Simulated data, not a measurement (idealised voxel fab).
The name of this process module is voxel ribs on slabs.
Cross-sectional view cut (width: 190 nm; square cell size: 5 nm).
Just so we're on the same page, the cross-sections are grids of square cells, and they're listed out in bands top to bottom, each band one or more rows deep.
Basically the band line says how high the top is and how high the bottom is, in nm, and then what's in it from left to right, every material with its width in nm. Empty space shows up as "air", and if a single material carries "throughout" it runs the full band edge to edge.
Below 0: as-received wafer, all one material; heights counted from there. Lowest band: no bottom, goes on down, written "0 -> down".
When a width is written as two numbers, as in "30..40", the first number is the width in the top row of cells of the band and the second is the width in its bottom row, and the width changes by the same amount from each row to the next.
Any step labelled "changes: none" changed none of the cells in the cross-section.
Listed in "Enclosed empty spaces": every empty space of 8 or more cells without an open way to the top. Form: width x height at distance, the distance being from the left edge, all in nm.
Where a step's line continues beyond its settings, the continuation is a remark by the simulator itself on that step.
The setting "overlay nm" may be written on the line of a step. When the step uses a mask, the value reports how far to the right of the planned place the mask lay, and a negative value reports that it lay to the left.

## plan
1: RECEIVE: material Si
2: DIRECTIONAL_DEP: material SiO2, thk nm 20
3: DIRECTIONAL_DEP: material polySi, thk nm 15
4: MASKED_ETCH: tone cover, mask id RIB, width nm 30, etch materials polySi, depth nm 5, overlay nm 0
5: DIRECTIONAL_DEP: material aC, thk nm 15
6: PATTERN: tone cover, mask id SLAB, material resist, width nm 70, thk nm 30, overlay nm 0
7: DIRECTIONAL_ETCH: etch materials aC, depth nm 15
8: STRIP: etch materials resist
9: DIRECTIONAL_ETCH: etch materials polySi, depth nm 10
10: STRIP: etch materials aC
11: FILL_DEP: material SiO2, thk nm 30
12: CMP: height nm 55
13: DIRECTIONAL_DEP: material W, thk nm 10
14: PATTERN: tone cover, mask id HEATER, material resist, width nm 40, thk nm 20, overlay nm 0
15: DIRECTIONAL_ETCH: etch materials W, depth nm 10
16: STRIP: etch materials resist
17: CONFORMAL_DEP: material SiN, thk nm 5

## So this is the incoming wafer in cross-section - it's already been through step 1
0 -> down: Si throughout
Enclosed empty spaces: none

## Result of the module, cross-sectioned: start per above, plan per above, one error in how it was run
70 -> 65: SiN (80) / air (30) / SiN (80)
65 -> 60: W (75) / SiN (5) / air (30) / SiN (5) / W (75)
60 -> 55: W (75) / SiN (40) / W (75)
55 -> 35: SiO2 throughout
35 -> 30: SiO2 (80) / polySi (30) / SiO2 (80)
30 -> 20: SiO2 (60) / polySi (70) / SiO2 (60)
20 -> 0: SiO2 throughout
0 -> down: Si throughout
Enclosed empty spaces: none
Diagnosis: step 14 did not happen as planned, as run it was PATTERN: tone open, mask id HEATER, material resist, width nm 40, thk nm 20, overlay nm 0
